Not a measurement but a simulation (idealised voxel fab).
process module | voxel gate over fins
cross-section cut | 215 nm wide | cells 5 nm
A cross-section is a grid of square cells, given in bands from the top down. A band is one or more rows of cells.
Each band's line starts with the height of the band's top and of its bottom, in nm. Then come its materials from left to right, each with its width in nm. One material with "throughout" fills the band from edge to edge. "air" is empty space.
Height 0 is the level under which the wafer as received is all one material. The lowest band goes on downwards, as in "0 down".
A width such as "30 to 40" changes by the same amount from each row of cells to the next, from the band's top row to its bottom row.
"no change" after a step means that no cell of the cross-section changed.
closed voids: empty space of 8 cells or more with no open way to the top, each as width x height at its distance from the left edge, in nm
after a step's settings: what the simulator itself notes on the step
overlay nm, on a step with a mask: how far to the right of its planned place the mask lay; to the left if negative
plan
1 op RECEIVE | material Si
2 op CONFORMAL_DEP | material SiN | thk nm 5
3 op MASKED_ETCH | tone cover | mask id FINS | width nm 15 | pitch nm 60 | etch materials SiN | depth nm 5 | overlay nm 0
4 op MASKED_ETCH | tone cover | mask id FINS | width nm 15 | pitch nm 60 | etch materials Si | depth nm 30 | overlay nm 0
5 op FILL_DEP | material SiO2 | thk nm 5
6 op CMP | height nm 5
7 op MASKED_ETCH | tone open | mask id RAIL | width nm 15 | etch materials SiO2 | depth nm 30 | overlay nm 0
8 op CONFORMAL_DEP | material TiN | thk nm 5
9 op FILL_DEP | material W | thk nm 5
10 op CMP | height nm 5
11 op SELECTIVE_ETCH | etch materials W Ru TiN | depth nm 25
12 op FILL_DEP | material SiO2 | thk nm 5
13 op CMP | height nm 5
14 op SELECTIVE_ETCH | etch materials SiO2 | depth nm 15
15 op STRIP | etch materials SiN
16 op CONFORMAL_DEP | material HfO2 | thk nm 5
17 op CONFORMAL_DEP | material TiN | thk nm 5
18 op CONFORMAL_DEP | material TiAl | thk nm 5
19 op CONFORMAL_DEP | material TiN | thk nm 5
20 op FILL_DEP | material W | thk nm 10
21 op CMP | height nm 25
22 op CONFORMAL_DEP | material SiN | thk nm 5
first wafer, as planned
as received, after step 1
  0 down: Si throughout
  closed voids: none
after step 2
  5 to 0: SiN throughout
  below 0: unchanged
after step 3
  5 to 0: air 70 | SiN 15 | air 45 | SiN 15 | air 70
  below 0: unchanged
after step 4
  5 to 0: air 70 | SiN 15 | air 45 | SiN 15 | air 70
  0 to -30: air 70 | Si 15 | air 45 | Si 15 | air 70
  below -30: unchanged
after step 5
  10 to 5: SiO2 throughout
  5 to 0: SiO2 70 | SiN 15 | SiO2 45 | SiN 15 | SiO2 70
  0 to -30: SiO2 70 | Si 15 | SiO2 45 | Si 15 | SiO2 70
  below -30: unchanged
after step 6
  5 to 0: SiO2 70 | SiN 15 | SiO2 45 | SiN 15 | SiO2 70
  below 0: unchanged
after step 7
  5 to 0: SiO2 70 | SiN 15 | SiO2 15 | air 15 | SiO2 15 | SiN 15 | SiO2 70
  0 to -25: SiO2 70 | Si 15 | SiO2 15 | air 15 | SiO2 15 | Si 15 | SiO2 70
  below -25: unchanged
after step 8
  10 to 5: TiN 105 | air 5 | TiN 105
  5 to 0: SiO2 70 | SiN 15 | SiO2 15 | TiN 5 | air 5 | TiN 5 | SiO2 15 | SiN 15 | SiO2 70
  0 to -20: SiO2 70 | Si 15 | SiO2 15 | TiN 5 | air 5 | TiN 5 | SiO2 15 | Si 15 | SiO2 70
  -20 to -25: SiO2 70 | Si 15 | SiO2 15 | TiN 15 | SiO2 15 | Si 15 | SiO2 70
  below -25: unchanged
after step 9
  15 to 10: W throughout
  10 to 5: TiN 105 | W 5 | TiN 105
  5 to 0: SiO2 70 | SiN 15 | SiO2 15 | TiN 5 | W 5 | TiN 5 | SiO2 15 | SiN 15 | SiO2 70
  0 to -20: SiO2 70 | Si 15 | SiO2 15 | TiN 5 | W 5 | TiN 5 | SiO2 15 | Si 15 | SiO2 70
  below -20: unchanged
after step 10
  5 to 0: SiO2 70 | SiN 15 | SiO2 15 | TiN 5 | W 5 | TiN 5 | SiO2 15 | SiN 15 | SiO2 70
  below 0: unchanged
after step 11
  5 to 0: SiO2 70 | SiN 15 | SiO2 15 | air 15 | SiO2 15 | SiN 15 | SiO2 70
  0 to -20: SiO2 70 | Si 15 | SiO2 15 | air 15 | SiO2 15 | Si 15 | SiO2 70
  below -20: unchanged
after step 12
  10 to 5: SiO2 throughout
  5 to 0: SiO2 70 | SiN 15 | SiO2 45 | SiN 15 | SiO2 70
  0 to -20: SiO2 70 | Si 15 | SiO2 45 | Si 15 | SiO2 70
  below -20: unchanged
after step 13
  5 to 0: SiO2 70 | SiN 15 | SiO2 45 | SiN 15 | SiO2 70
  below 0: unchanged
after step 14
  5 to 0: air 70 | SiN 15 | air 45 | SiN 15 | air 70
  0 to -10: air 70 | Si 15 | air 45 | Si 15 | air 70
  below -10: unchanged
after step 15
  0 to -10: air 70 | Si 15 | air 45 | Si 15 | air 70
  below -10: unchanged
after step 16
  5 to 0: air 65 | HfO2 25 | air 35 | HfO2 25 | air 65
  0 to -5: air 65 | HfO2 5 | Si 15 | HfO2 5 | air 35 | HfO2 5 | Si 15 | HfO2 5 | air 65
  -5 to -10: HfO2 70 | Si 15 | HfO2 45 | Si 15 | HfO2 70
  below -10: unchanged
after step 17
  10 to 5: air 60 | TiN 35 | air 25 | TiN 35 | air 60
  5 to 0: air 60 | TiN 5 | HfO2 25 | TiN 5 | air 25 | TiN 5 | HfO2 25 | TiN 5 | air 60
  0 to -5: TiN 65 | HfO2 5 | Si 15 | HfO2 5 | TiN 35 | HfO2 5 | Si 15 | HfO2 5 | TiN 65
  below -5: unchanged
after step 18
  15 to 10: air 55 | TiAl 45 | air 15 | TiAl 45 | air 55
  10 to 5: air 55 | TiAl 5 | TiN 35 | TiAl 5 | air 15 | TiAl 5 | TiN 35 | TiAl 5 | air 55
  5 to 0: TiAl 60 | TiN 5 | HfO2 25 | TiN 5 | TiAl 25 | TiN 5 | HfO2 25 | TiN 5 | TiAl 60
  below 0: unchanged
after step 19
  20 to 15: air 50 | TiN 55 | air 5 | TiN 55 | air 50
  15 to 10: air 50 | TiN 5 | TiAl 45 | TiN 5 | air 5 | TiN 5 | TiAl 45 | TiN 5 | air 50
  10 to 5: TiN 55 | TiAl 5 | TiN 35 | TiAl 5 | TiN 15 | TiAl 5 | TiN 35 | TiAl 5 | TiN 55
  below 5: unchanged
after step 20
  30 to 20: W throughout
  20 to 15: W 50 | TiN 55 | W 5 | TiN 55 | W 50
  15 to 10: W 50 | TiN 5 | TiAl 45 | TiN 5 | W 5 | TiN 5 | TiAl 45 | TiN 5 | W 50
  below 10: unchanged
after step 21
  25 to 20: W throughout
  below 20: unchanged
after step 22
  30 to 25: SiN throughout
  below 25: unchanged
second wafer: like start, like plan, one mistake. Through step 17 it matches the first wafer
when step 18 should have ended
  15 to 5: air 55 | TiN 45 | air 15 | TiN 45 | air 55
  5 to 0: TiN 65 | HfO2 25 | TiN 35 | HfO2 25 | TiN 65
  below 0: unchanged
when step 19 should have ended
  20 to 15: air 50 | TiAl 55 | air 5 | TiAl 55 | air 50
  15 to 10: air 50 | TiAl 5 | TiN 45 | TiAl 5 | air 5 | TiAl 5 | TiN 45 | TiAl 5 | air 50
  10 to 5: TiAl 55 | TiN 45 | TiAl 15 | TiN 45 | TiAl 55
  below 5: unchanged
when step 20 should have ended
  30 to 20: W throughout
  20 to 15: W 50 | TiAl 55 | W 5 | TiAl 55 | W 50
  15 to 10: W 50 | TiAl 5 | TiN 45 | TiAl 5 | W 5 | TiAl 5 | TiN 45 | TiAl 5 | W 50
  below 10: unchanged
when step 21 should have ended
  25 to 20: W throughout
  below 20: unchanged
when step 22 should have ended
  30 to 25: SiN throughout
  below 25: unchanged
what went wrong: steps 18 and 19 were swapped
at the end the second wafer has, in cells: as many of each material as the first, in other places
